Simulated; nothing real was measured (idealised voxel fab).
This is a process module. Its name is voxel ribs on slabs.
Cross-section cut spans 155 nm and uses square cells 5 nm in size.
A cross-section in this document is a grid of square cells, and it is written down as bands, the top band listed before the ones below it; a band is made up of one or more rows of cells. A band entry consists of two parts. The first gives the height of the band's top and the height of its bottom, in nm. The rest lists the band's materials from left to right, each with its width in nm. A single material labelled with the word "throughout" fills the band from edge to edge, and the word "blank" marks empty space. Height is counted from the level 0, under which the received wafer is composed throughout of one material. The lowest of the bands is not closed at the bottom but continues downward, in the notation "0 -> down". Note: "30->40" means the width goes from the first number (top row of the band) to the second number (bottom row) in equal steps per row of cells. Step marked "no change occurred"? Then no cell in the cross-section changed in it. The entry titled "Cavities, sealed" provides the empty spaces that have no open way to the top, restricted to those of 8 cells or more. Each is presented as width x height at distance, the distance being measured from the left edge, with all three in nm. Formally, on a step line, whatever follows the settings is a remark that the simulator itself makes on the step. Steps that use a mask can have "overlay nm" on their line. It says how far the mask sat to the right of where it was meant to be. Negative means to the left.
The following list gives the planned process steps
1) RECEIVE | material Si
2) DIRECTIONAL_DEP | material SiO2 | thk nm 25
3) DIRECTIONAL_DEP | material SiN | thk nm 15
4) PATTERN | tone cover | mask id RIB | material resist | width nm 15 | thk nm 15 | overlay nm 0
5) DIRECTIONAL_ETCH | etch materials SiN | depth nm 10
6) STRIP | etch materials resist
7) MASKED_ETCH | tone cover | mask id SLAB | width nm 65 | etch materials SiN | depth nm 5 | overlay nm 0
8) FILL_DEP | material SiO2 | thk nm 20
9) CMP | height nm 55
10) DIRECTIONAL_DEP | material W | thk nm 10
11) MASKED_ETCH | tone cover | mask id HEATER | width nm 25 | etch materials W | depth nm 10 | overlay nm 0
12) CONFORMAL_DEP | material SiO2 | thk nm 10
Shown in cross-section is the wafer as received, that is, as it stands after step 1
* 0 -> down  Si throughout
* Cavities, sealed: none
First of two wafers, end-of-module section, run followed plan
* 75 -> 65  blank 55 nm / SiO2 45 nm / blank 55 nm
* 65 -> 55  SiO2 65 nm / W 25 nm / SiO2 65 nm
* 55 -> 40  SiO2 throughout
* 40 -> 30  SiO2 70 nm / SiN 15 nm / SiO2 70 nm
* 30 -> 25  SiO2 45 nm / SiN 65 nm / SiO2 45 nm
* 25 -> 0  SiO2 throughout
* 0 -> down  Si throughout
* Cavities, sealed: none
The second wafer, shown in cross-section after the module: started the same way as the first and given the same plan, yet one mistake crept into how it was run
* 75 -> 65  SiO2 75 nm / blank 5 nm / SiO2 75 nm
* 65 -> 55  W 65 nm / SiO2 25 nm / W 65 nm
* 55 -> 40  SiO2 throughout
* 40 -> 30  SiO2 70 nm / SiN 15 nm / SiO2 70 nm
* 30 -> 25  SiO2 45 nm / SiN 65 nm / SiO2 45 nm
* 25 -> 0  SiO2 throughout
* 0 -> down  Si throughout
* Cavities, sealed: none
What was done differently from what was planned? off-plan run, step 11, actual operation and settings MASKED_ETCH | tone open | mask id HEATER | width nm 25 | etch materials W | depth nm 10 | overlay nm 0
End of process, cell counts, second wafer against first, materials with more or fewer: 42 more of W
